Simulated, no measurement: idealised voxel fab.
You're looking at the process module voxel transistor to metal.
The cross-section on display is named cut; it measures 140 nm wide, and its cells are 5 nm squares.
Square cells in a grid make up a cross-section in this document, and the grid is given as bands, listed from the top down, each one or more rows of cells.
Band: top and bottom heights (nm) first, top before bottom; then materials from left to right, widths in nm. "edge to edge" marks a sole material filling the band edge to edge. "blank" denotes empty space.
For the purposes of this specification, 0 denotes the height below which the wafer in its as-received condition is composed wholly of one material, and the lowermost band, lacking a lower limit, extends downward without end, as expressed in "top 0, no bottom".
Note: "30..40" means the width goes from the first number (top row of the band) to the second number (bottom row) in equal steps per row of cells.
What does "no alterations made" mean for a step? It means no cell of the cross-section changed in that step.
You'll see "Cavities, sealed" listing empty spaces that have no way open to the top, as long as they're 8 cells or more; the notation is width x height at distance, where the distance is from the left edge, and all of it is in nm.
Whatever follows a step's settings on its line is a remark the simulator itself makes about that step.
"overlay nm", when on a step's line for a step with a mask, measures how far to the right of its planned place the mask lay; a negative measure means to the left.

Process steps foreseen in the plan:
1. RECEIVE,material Si
2. CONFORMAL_DEP,material SiO2,thk nm 5
3. CONFORMAL_DEP,material SiN,thk nm 10
4. MASKED_ETCH,tone cover,mask id ACTIVE,width nm 110,etch materials SiN,depth nm 10,overlay nm 0
5. MASKED_ETCH,tone cover,mask id ACTIVE,width nm 110,etch materials SiO2,depth nm 5,overlay nm 0
6. MASKED_ETCH,tone cover,mask id ACTIVE,width nm 110,etch materials Si,depth nm 25,overlay nm 0
7. FILL_DEP,material SiO2,thk nm 10
8. CMP,height nm 15
9. SELECTIVE_ETCH,etch materials SiO2,depth nm 5
10. STRIP,etch materials SiN
11. SELECTIVE_ETCH,etch materials SiO2,depth nm 5
12. OXIDIZE,depth nm 5
13. DIRECTIONAL_DEP,material polySi,thk nm 20
14. DIRECTIONAL_DEP,material SiCN,thk nm 15
15. PATTERN,tone cover,mask id GATE,material resist,width nm 20,thk nm 15,overlay nm 0
16. DIRECTIONAL_ETCH,etch materials SiCN,depth nm 25
17. DIRECTIONAL_ETCH,etch materials polySi,depth nm 30
18. STRIP,etch materials resist
19. CONFORMAL_DEP,material SiN,thk nm 5
20. DIRECTIONAL_ETCH,etch materials SiN,depth nm 5
21. DIRECTIONAL_ETCH,etch materials SiO2,depth nm 5
22. DIRECTIONAL_ETCH,etch materials Si,depth nm 5
23. EPI,material pSi,thk nm 5
24. FILL_DEP,material SiO2,thk nm 10
25. CMP,height nm 35
26. DIRECTIONAL_DEP,material SiO2,thk nm 10
27. DIRECTIONAL_DEP,material aC,thk nm 15
28. PATTERN,tone open,mask id CONTACT,material resist,width nm 30,pitch nm 60,thk nm 35,overlay nm 0
29. DIRECTIONAL_ETCH,etch materials aC,depth nm 15
30. STRIP,etch materials resist
31. DIRECTIONAL_ETCH,etch materials SiO2,depth nm 50
32. STRIP,etch materials aC
33. CONFORMAL_DEP,material TiN,thk nm 5
34. FILL_DEP,material W,thk nm 5
35. CMP,height nm 45
36. DIRECTIONAL_DEP,material TiN,thk nm 5
37. DIRECTIONAL_DEP,material W,thk nm 20
38. MASKED_ETCH,tone cover,mask id METAL_1,width nm 15,pitch nm 75,etch materials W,depth nm 20,overlay nm 0
39. MASKED_ETCH,tone cover,mask id METAL_1,width nm 15,pitch nm 75,etch materials TiN,depth nm 5,overlay nm 0
40. CONFORMAL_DEP,material SiN,thk nm 5
41. FILL_DEP,material SiO2,thk nm 5
42. CMP,height nm 70
43. CONFORMAL_DEP,material SiCN,thk nm 5

Shown in cross-section is the wafer as received, that is, as it stands after step 1:
  top 0, no bottom: Si edge to edge
  Cavities, sealed: none

First of two wafers: cross-section at end of module, run per plan:
  top 75, bottom 70: SiCN edge to edge
  top 70, bottom 50: 20 of SiO2  5 of SiN  15 of W  5 of SiN  50 of SiO2  5 of SiN  15 of W  5 of SiN  20 of SiO2
  top 50, bottom 45: 25 of SiN  15 of TiN  60 of SiN  15 of TiN  25 of SiN
  top 45, bottom 35: 25 of SiO2  5 of TiN  20 of W  5 of TiN  30 of SiO2  5 of TiN  20 of W  5 of TiN  25 of SiO2
  top 35, bottom 20: 25 of SiO2  5 of TiN  20 of W  5 of TiN  5 of SiN  20 of SiCN  5 of SiN  5 of TiN  20 of W  5 of TiN  25 of SiO2
  top 20, bottom 5: 25 of SiO2  5 of TiN  20 of W  5 of TiN  5 of SiN  20 of polySi  5 of SiN  5 of TiN  20 of W  5 of TiN  25 of SiO2
  top 5, bottom 0: 10 of SiO2  5 of SiN  10 of SiO2  5 of TiN  15 of W  10 of TiN  5 of SiN  20 of polySi  5 of SiN  10 of TiN  15 of W  5 of TiN  10 of SiO2  5 of SiN  10 of SiO2
  top 0, bottom -5: 25 of SiO2  25 of TiN  5 of pSi  30 of SiO2  5 of pSi  25 of TiN  25 of SiO2
  top -5, bottom -10: 15 of SiO2  40 of pSi  30 of Si  40 of pSi  15 of SiO2
  top -10, bottom -25: 15 of SiO2  110 of Si  15 of SiO2
  top -25, no bottom: Si edge to edge
  Cavities, sealed: none

Now the second wafer, cross-sectioned at the end of the module. Nothing different at the start, nothing different in the plan compared with the first, just one mistake when it was actually run:
  top 75, bottom 70: SiCN edge to edge
  top 70, bottom 50: 20 of SiO2  5 of SiN  15 of W  5 of SiN  50 of SiO2  5 of SiN  15 of W  5 of SiN  20 of SiO2
  top 50, bottom 45: 25 of SiN  15 of TiN  60 of SiN  15 of TiN  25 of SiN
  top 45, bottom 35: 25 of SiO2  5 of TiN  20 of W  5 of TiN  30 of SiO2  5 of TiN  20 of W  5 of TiN  25 of SiO2
  top 35, bottom 30: 25 of SiO2  5 of TiN  20 of W  5 of TiN  5 of SiN  20 of SiCN  5 of SiN  5 of TiN  20 of W  5 of TiN  25 of SiO2
  top 30, bottom 25: 10 of SiCN  5 of SiN  10 of SiO2  30 of TiN  5 of SiN  20 of SiCN  5 of SiN  30 of TiN  10 of SiO2  5 of SiN  10 of SiCN
  top 25, bottom 20: 10 of polySi  120 of SiCN  10 of polySi
  top 20, bottom 5: polySi edge to edge
  top 5, bottom 0: 10 of SiO2  120 of polySi  10 of SiO2
  top 0, bottom -5: SiO2 edge to edge
  top -5, bottom -25: 15 of SiO2  110 of Si  15 of SiO2
  top -25, no bottom: Si edge to edge
  Cavities, sealed: none
What was the processing mistake? it should be noted that step 14 of the plan was executed twice
Final difference in cells, second wafer against first, listed per material as more or fewer: +16 Si; +24 SiCN; -10 SiN; -38 SiO2; -24 TiN; -46 W; -18 pSi; +96 polySi
